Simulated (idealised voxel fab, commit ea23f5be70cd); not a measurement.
Presented below is a process module, voxel double patterning.
Square cells of 5 nm make up the cross-section cut, whose width is 250 nm.
A cross-section is written here as square cells arranged in a grid, and it is given in bands from the top down, each band taking up one or more rows of cells.
The entry gives the band's vertical extent as a top height and a bottom height in nm, then its horizontal make-up as materials from left to right, each with a width in nm. "blank" stands for empty space; a single material marked "all across" fills the band edge to edge.
Measure heights from 0. That's the level where, below it, the as-received wafer is all one material. The lowest band is bottomless and extends downward; write it as in "z 0 and below".
Read "30->40" as a graded width: first number on top, second number at the bottom, same change between each pair of neighbouring rows.
Where a step carries "no alteration", the cross-section came out of it unchanged, cell for cell.
Closed-off voids of 8+ cells (no open route to the top) go in "Closed void register", written width x height at distance from the left edge, in nm.
Heads up: the bit after the settings on a step's line is the simulator's remark on that step.
Each step line may optionally specify "overlay nm", which for a step with a mask gives the rightward distance between the mask's planned place and where it lay, a negative value indicating the leftward direction.
## The steps planned for the process are as follows
- 1: RECEIVE (material Si)
- 2: CONFORMAL_DEP (material SiN; thk nm 10)
- 3: DIRECTIONAL_DEP (material SiO2; thk nm 20)
- 4: DIRECTIONAL_DEP (material SiCN; thk nm 10)
- 5: MASKED_ETCH (tone open; mask id FIRST; width nm 15; pitch nm 50; etch materials SiCN; depth nm 10; overlay nm 0)
- 6: DIRECTIONAL_DEP (material aC; thk nm 10)
- 7: PATTERN (tone open; mask id SECOND; material resist; width nm 15; pitch nm 50; thk nm 30; overlay nm -15)
- 8: DIRECTIONAL_ETCH (etch materials aC; depth nm 10)
- 9: STRIP (etch materials resist)
- 10: DIRECTIONAL_ETCH (etch materials SiCN; depth nm 10)
- 11: STRIP (etch materials aC)
- 12: DIRECTIONAL_ETCH (etch materials SiO2; depth nm 20)
- 13: STRIP (etch materials SiCN)
The overlay nm used in step 7 is not the same on every wafer, whereas the starting condition is; the value printed in the plan is the first wafer's.
## Cross-section of the first of several received wafers, showing its state after step 1
> z 0 and below = Si all across
> Closed void register: none
## Cross-section, first of several wafers, end of module, after last step 13
> z 30 to 10 = SiO2 (65), blank (25), SiO2 (25), blank (25), SiO2 (25), blank (15), SiO2 (70)
> z 10 to 0 = SiN all across
> z 0 and below = Si all across
> Closed void register: none
## Cross-section at module completion, last wafer
> z 30 to 10 = SiO2 (65), blank (15), SiO2 (25), blank (25), SiO2 (25), blank (25), SiO2 (70)
> z 10 to 0 = SiN all across
> z 0 and below = Si all across
> Closed void register: none
## Gained (+) or lost (-) cells of each material since receipt, then closed voids: one row per wafer, at the end of the module
overlay nm -15, +100 SiN, +148 SiO2, Closed void register: none
overlay nm -10, +100 SiN, +140 SiO2, Closed void register: none
overlay nm -5, +100 SiN, +140 SiO2, Closed void register: none
overlay nm 0, +100 SiN, +140 SiO2, Closed void register: none
overlay nm 5, +100 SiN, +140 SiO2, Closed void register: none
overlay nm 10, +100 SiN, +140 SiO2, Closed void register: none
overlay nm 15, +100 SiN, +148 SiO2, Closed void register: none
